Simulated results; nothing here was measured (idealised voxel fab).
Process module under the name voxel fin reveal
This is section cut - it's 255 nm across, gridded in 5 nm square cells.
Think of the cross-section as a grid of square cells. We describe it in bands, top to bottom, and each band covers one or more rows of those cells. For a band, the entry starts with two heights in nm, that of the top and then that of the bottom, and carries on with the band's materials in order from left to right, each alongside its width in nm; the word "full width" beside a single material means it fills the band edge to edge, and "air" means empty space. Height datum 0, below which the as-received substrate wafer is one material. Lowest band open at the bottom, running downward: "0 -> down". Think of "30->40" as a width that walks from the first number to the second as you go down the band, top row to bottom row, taking equal-sized steps from row to row. You'll sometimes find "no alteration" written for a step, and that's the way of saying that nowhere in the cross-section did a cell change during that step. "Closed voids list": empty spaces of 8 cells or more with no open way to the top, each given as width x height at distance, distance from the left edge, all in nm. Step line, after settings: the simulator's comment on this step. What "overlay nm" on a step's line means: if the step has a mask, that mask lay this far to the right of its planned place, or, when the value is negative, to the left.
[Below is the list of planned process steps]
| 1 | RECEIVE | material Si |
| 2 | CONFORMAL_DEP | material SiN | thk nm 10 |
| 3 | PATTERN | tone cover | mask id FINS | material resist | width nm 15 | pitch nm 40 | thk nm 15 | overlay nm 0 |
| 4 | DIRECTIONAL_ETCH | etch materials SiN | depth nm 10 |
| 5 | DIRECTIONAL_ETCH | etch materials Si | depth nm 35 |
| 6 | STRIP | etch materials resist |
| 7 | OXIDIZE | depth nm 5 |
| 8 | FILL_DEP | material SiO2 | thk nm 10 |
| 9 | CMP | height nm 10 |
| 10 | SELECTIVE_ETCH | etch materials SiO2 | depth nm 20 |
| 11 | STRIP | etch materials SiN |
[Cross-section of the wafer upon arrival, representing the state reached after step 1]
  0 -> down  Si full width
  Closed voids list: none
[The first of two wafers, cross-sectioned at the end of the module, with the run proceeding as planned]
  0 -> -10  air 85 nm, Si 5 nm, air 35 nm, Si 5 nm, air 35 nm, Si 5 nm, air 85 nm
  -10 -> -40  SiO2 85 nm, Si 5 nm, SiO2 35 nm, Si 5 nm, SiO2 35 nm, Si 5 nm, SiO2 85 nm
  -40 -> down  Si full width
  Closed voids list: none
[So this is wafer number two of the two, cut at the end of the module - it started where the first did and had the same plan, we just got one thing wrong running it]
  10 -> 0  air 80 nm, SiN 15 nm, air 25 nm, SiN 15 nm, air 25 nm, SiN 15 nm, air 80 nm
  0 -> -40  air 85 nm, Si 5 nm, air 35 nm, Si 5 nm, air 35 nm, Si 5 nm, air 85 nm
  -40 -> down  Si full width
  Closed voids list: none
In executing the process, a mistake was made relative to the plan: contrary to plan, step 11 was performed as STRIP | etch materials SiO2
Final cells, second wafer relative to first, materials higher or lower: +18 SiN, -288 SiO2
